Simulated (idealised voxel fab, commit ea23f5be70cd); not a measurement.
This section sets out a process module, namely voxel released beams.
Section shown: cut. Width: 290 nm. Cell size: 5 nm, square.
Cross-section layout: square cells on a grid; listed as bands, top to bottom; a band spans one or more cell rows.
Band: top and bottom heights (nm) first, top before bottom; then materials from left to right, widths in nm. "throughout" marks a sole material filling the band edge to edge. "blank" denotes empty space.
Basically, 0 is our baseline, since under it the wafer straight out of the box is all one material. The bottom band has no lower end and keeps on going down, so it looks like "0 -> down".
You'd read "30->40" like this: the band's top row of cells is as wide as the first number, its bottom row is as wide as the second, and going down, every row changes width by the same amount as the row before did.
Any step labelled "remains unaltered" changed none of the cells in the cross-section.
Each empty space that has no open way to the top and spans at least 8 cells appears under "Closed void roster" as width x height at distance, the distance counted from the left edge, all in nm.
That trailing text on a step's line, after the settings, is the simulator's own remark on the step.
A step's line can hold "overlay nm"; with a mask on that step, the setting says how far right of the planned place the mask lay, while a negative setting says it lay to the left.
The planned process steps are enumerated hereunder
- 1: RECEIVE [material Si]
- 2: CONFORMAL_DEP [material SiN] [thk nm 10]
- 3: DIRECTIONAL_DEP [material SiO2] [thk nm 10]
- 4: PATTERN [tone open] [mask id ANCHOR] [material resist] [width nm 25] [thk nm 15] [overlay nm 0]
- 5: DIRECTIONAL_ETCH [etch materials SiO2] [depth nm 10]
- 6: STRIP [etch materials resist]
- 7: CONFORMAL_DEP [material W] [thk nm 10]
- 8: PATTERN [tone cover] [mask id BEAM] [material resist] [width nm 75] [thk nm 15] [overlay nm 0]
- 9: DIRECTIONAL_ETCH [etch materials W] [depth nm 10]
- 10: STRIP [etch materials resist]
- 11: STRIP [etch materials SiO2]
Cross-sectional view of the wafer in its as-received condition, corresponding to the state after step 1
* 0 -> down = Si throughout
* Closed void roster: none
End-of-module cross-section of the first of two wafers, processed as planned
* 30 -> 20 = 105 blank, 15 W, 5 blank, 55 W, 110 blank
* 20 -> 10 = 110 blank, 25 W, 155 blank
* 10 -> 0 = SiN throughout
* 0 -> down = Si throughout
* Closed void roster: none
Cross-section at end of module for the second wafer of two, which matched the first in starting point and plan and differed by one mistake in its processing
* 30 -> 20 = 105 blank, 25 W, 5 blank, 45 W, 110 blank
* 20 -> 10 = 120 blank, 25 W, 145 blank
* 10 -> 0 = SiN throughout
* 0 -> down = Si throughout
* Closed void roster: none
What broke from the plan during processing? step 4 ran differently from the plan; actual operation with settings: PATTERN [tone open] [mask id ANCHOR] [material resist] [width nm 25] [thk nm 15] [overlay nm 10]
The two final wafers agree on how many cells each material fills and disagree on which cells those are.
